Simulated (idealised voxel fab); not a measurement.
Proc. module: voxel gate over fins
Shown is cross-section cut, with a width of 150 nm and square cells of size 5 nm.
How to read a cross-section here: the picture is a grid of square cells, written as bands going from the top down, and any band can span one or more rows of cells.
What a band's entry tells you: where the top is and where the bottom is, as heights in nm, and after that what lies inside, material by material from left to right, each with its width in nm. Empty space is written as the word "empty", and a single material marked with the word "full width" occupies the band from edge to edge.
Heights are reckoned from 0. Under this level, the received wafer is all of one material. The bottommost band is open-ended downward, for example "0 nm and below".
Width: "30->40" (first number = top row, second number = bottom row, same change from row to row of cells).
It should be understood that the words "nothing was modified", when stated for a given step, signify that the cross-section underwent no change in any of its cells during that step.
"Unvented internal voids" contains a list of empty spaces, each no smaller than 8 cells and without an open way to the top, written in the form width x height at distance with the distance from the left edge and all three in nm.
Text after the settings on a step's line: the simulator's own remark on that step.
Regarding "overlay nm": on a step with a mask, it is the distance the mask lay to the right of its planned place; a negative value places it to the left.

[Steps in the process plan]
| 1 | op RECEIVE | material Si |
| 2 | op CONFORMAL_DEP | material SiN | thk nm 10 |
| 3 | op PATTERN | tone cover | mask id FINS | material resist | width nm 15 | pitch nm 35 | thk nm 15 | overlay nm 0 |
| 4 | op DIRECTIONAL_ETCH | etch materials SiN | depth nm 10 |
| 5 | op DIRECTIONAL_ETCH | etch materials Si | depth nm 30 |
| 6 | op STRIP | etch materials resist |
| 7 | op OXIDIZE | depth nm 5 |
| 8 | op FILL_DEP | material SiO2 | thk nm 10 |
| 9 | op CMP | height nm 10 |
| 10 | op SELECTIVE_ETCH | etch materials SiO2 | depth nm 20 |
| 11 | op STRIP | etch materials SiN |
| 12 | op CONFORMAL_DEP | material HfO2 | thk nm 5 |
| 13 | op CONFORMAL_DEP | material TiN | thk nm 5 |
| 14 | op CONFORMAL_DEP | material TiAl | thk nm 5 |
| 15 | op CONFORMAL_DEP | material TiN | thk nm 5 |
| 16 | op FILL_DEP | material W | thk nm 10 |
| 17 | op CMP | height nm 25 |
| 18 | op CONFORMAL_DEP | material SiN | thk nm 5 |

[Wafer as received: cross-section following step 1]
* 0 nm and below = Si full width
* Unvented internal voids: none

[The module was run from the start shown above using the plan shown above, but one mistake was made doing it; the resulting wafer cross-section is below]
* 30 nm to 25 nm = SiN full width
* 25 nm to 20 nm = W full width
* 20 nm to 15 nm = 15 nm W; 115 nm TiAl; 20 nm W
* 15 nm to 10 nm = 15 nm W; 5 nm TiAl; 105 nm TiN; 5 nm TiAl; 20 nm W
* 10 nm to 5 nm = 20 nm TiAl; 105 nm TiN; 25 nm TiAl
* 5 nm to 0 nm = 30 nm TiN; 15 nm HfO2; 20 nm TiN; 15 nm HfO2; 20 nm TiN; 15 nm HfO2; 35 nm TiN
* 0 nm to -5 nm = 30 nm TiN; 5 nm HfO2; 5 nm Si; 5 nm HfO2; 20 nm TiN; 5 nm HfO2; 5 nm Si; 5 nm HfO2; 20 nm TiN; 5 nm HfO2; 5 nm Si; 5 nm HfO2; 35 nm TiN
* -5 nm to -10 nm = 35 nm HfO2; 5 nm Si; 30 nm HfO2; 5 nm Si; 30 nm HfO2; 5 nm Si; 40 nm HfO2
* -10 nm to -35 nm = 35 nm SiO2; 5 nm Si; 30 nm SiO2; 5 nm Si; 30 nm SiO2; 5 nm Si; 40 nm SiO2
* -35 nm and below = Si full width
* Unvented internal voids: none
What went wrong in running the wafer? order of steps 14 and 15 inverted relative to the plan
